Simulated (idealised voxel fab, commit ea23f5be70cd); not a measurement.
process module | voxel quadruple lines
cross-section cut | 270 nm wide | cells 5 nm
A cross-section is a grid of square cells, given in bands from the top down. A band is one or more rows of cells.
Each band's line starts with the height of the band's top and of its bottom, in nm. Then come its materials from left to right, each with its width in nm. One material with "throughout" fills the band from edge to edge. "air" is empty space.
Height 0 is the level under which the wafer as received is all one material. The lowest band goes on downwards, as in "0 down".
A width such as "30 to 40" changes by the same amount from each row of cells to the next, from the band's top row to its bottom row.
"no change" after a step means that no cell of the cross-section changed.
closed voids: empty space of 8 cells or more with no open way to the top, each as width x height at its distance from the left edge, in nm
after a step's settings: what the simulator itself notes on the step
overlay nm, on a step with a mask: how far to the right of its planned place the mask lay; to the left if negative
plan
1 op RECEIVE | material Si
2 op CONFORMAL_DEP | material SiO2 | thk nm 10
3 op DIRECTIONAL_DEP | material TiN | thk nm 10
4 op DIRECTIONAL_DEP | material polySi | thk nm 15
5 op DIRECTIONAL_DEP | material aC | thk nm 20
6 op PATTERN | tone cover | mask id MANDREL | material resist | width nm 35 | thk nm 30 | overlay nm 0
7 op DIRECTIONAL_ETCH | etch materials aC | depth nm 20
8 op STRIP | etch materials resist
9 op CONFORMAL_DEP | material SiO2 | thk nm 15
10 op DIRECTIONAL_ETCH | etch materials SiO2 | depth nm 15
11 op STRIP | etch materials aC
12 op DIRECTIONAL_ETCH | etch materials polySi | depth nm 15
13 op STRIP | etch materials SiO2
14 op CONFORMAL_DEP | material SiN | thk nm 10
15 op DIRECTIONAL_ETCH | etch materials SiN | depth nm 10
16 op STRIP | etch materials polySi
17 op DIRECTIONAL_ETCH | etch materials TiN | depth nm 10
18 op STRIP | etch materials SiN
19 op FILL_DEP | material SiO2 | thk nm 5
20 op CMP | height nm 20
as received, after step 1
  0 down: Si throughout
  closed voids: none
a wafer at the end: this start, this plan, one mistake
  20 to 10: SiO2 90 | TiN 10 | SiO2 15 | TiN 10 | SiO2 15 | TiN 10 | SiO2 15 | TiN 10 | SiO2 95
  10 to 0: polySi throughout
  0 down: Si throughout
  closed voids: none
what went wrong: step 2 ran as: op CONFORMAL_DEP | material polySi | thk nm 10
